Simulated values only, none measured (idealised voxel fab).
process module | voxel fin reveal
cross-section cut | 160 nm wide | cells 5 nm
A cross-section is a grid of square cells, given in bands from the top down. A band is one or more rows of cells.
Each band's line starts with the height of the band's top and of its bottom, in nm. Then come its materials from left to right, each with its width in nm. One material with "throughout" fills the band from edge to edge. "air" is empty space.
Height 0 is the level under which the wafer as received is all one material. The lowest band goes on downwards, as in "0 down".
A width such as "30 to 40" changes by the same amount from each row of cells to the next, from the band's top row to its bottom row.
"no change" after a step means that no cell of the cross-section changed.
closed voids: empty space of 8 cells or more with no open way to the top, each as width x height at its distance from the left edge, in nm
after a step's settings: what the simulator itself notes on the step
overlay nm, on a step with a mask: how far to the right of its planned place the mask lay; to the left if negative
plan
1 op RECEIVE | material Si
2 op CONFORMAL_DEP | material SiN | thk nm 5
3 op DIRECTIONAL_DEP | material aC | thk nm 15
4 op PATTERN | tone cover | mask id FINS | material resist | width nm 15 | pitch nm 35 | thk nm 35 | overlay nm 0
5 op DIRECTIONAL_ETCH | etch materials aC | depth nm 15
6 op STRIP | etch materials resist
7 op DIRECTIONAL_ETCH | etch materials SiN | depth nm 5
8 op DIRECTIONAL_ETCH | etch materials Si | depth nm 30
9 op STRIP | etch materials aC
10 op OXIDIZE | depth nm 5
11 op FILL_DEP | material SiO2 | thk nm 10
12 op CMP | height nm 5
13 op SELECTIVE_ETCH | etch materials SiO2 | depth nm 15
14 op STRIP | etch materials SiN
15 op CONFORMAL_DEP | material SiO2 | thk nm 5
as received, after step 1
  0 down: Si throughout
  closed voids: none
first wafer at the end, as planned
  5 to 0: air 20 | SiO2 15 | air 20 | SiO2 15 | air 20 | SiO2 15 | air 20 | SiO2 15 | air 20
  0 to -5: air 20 | SiO2 5 | Si 5 | SiO2 5 | air 20 | SiO2 5 | Si 5 | SiO2 5 | air 20 | SiO2 5 | Si 5 | SiO2 5 | air 20 | SiO2 5 | Si 5 | SiO2 5 | air 20
  -5 to -35: SiO2 25 | Si 5 | SiO2 30 | Si 5 | SiO2 30 | Si 5 | SiO2 30 | Si 5 | SiO2 25
  -35 down: Si throughout
  closed voids: none
second wafer at the end: like start, like plan, one mistake
  5 to 0: air 15 | SiO2 15 | air 20 | SiO2 15 | air 20 | SiO2 15 | air 20 | SiO2 15 | air 25
  0 to -5: air 15 | SiO2 5 | Si 5 | SiO2 5 | air 20 | SiO2 5 | Si 5 | SiO2 5 | air 20 | SiO2 5 | Si 5 | SiO2 5 | air 20 | SiO2 5 | Si 5 | SiO2 5 | air 25
  -5 to -35: SiO2 20 | Si 5 | SiO2 30 | Si 5 | SiO2 30 | Si 5 | SiO2 30 | Si 5 | SiO2 30
  -35 down: Si throughout
  closed voids: none
what went wrong: step 4 ran as: op PATTERN | tone cover | mask id FINS | material resist | width nm 15 | pitch nm 35 | thk nm 35 | overlay nm -5
at the end the second wafer has, in cells: as many of each material as the first, in other places
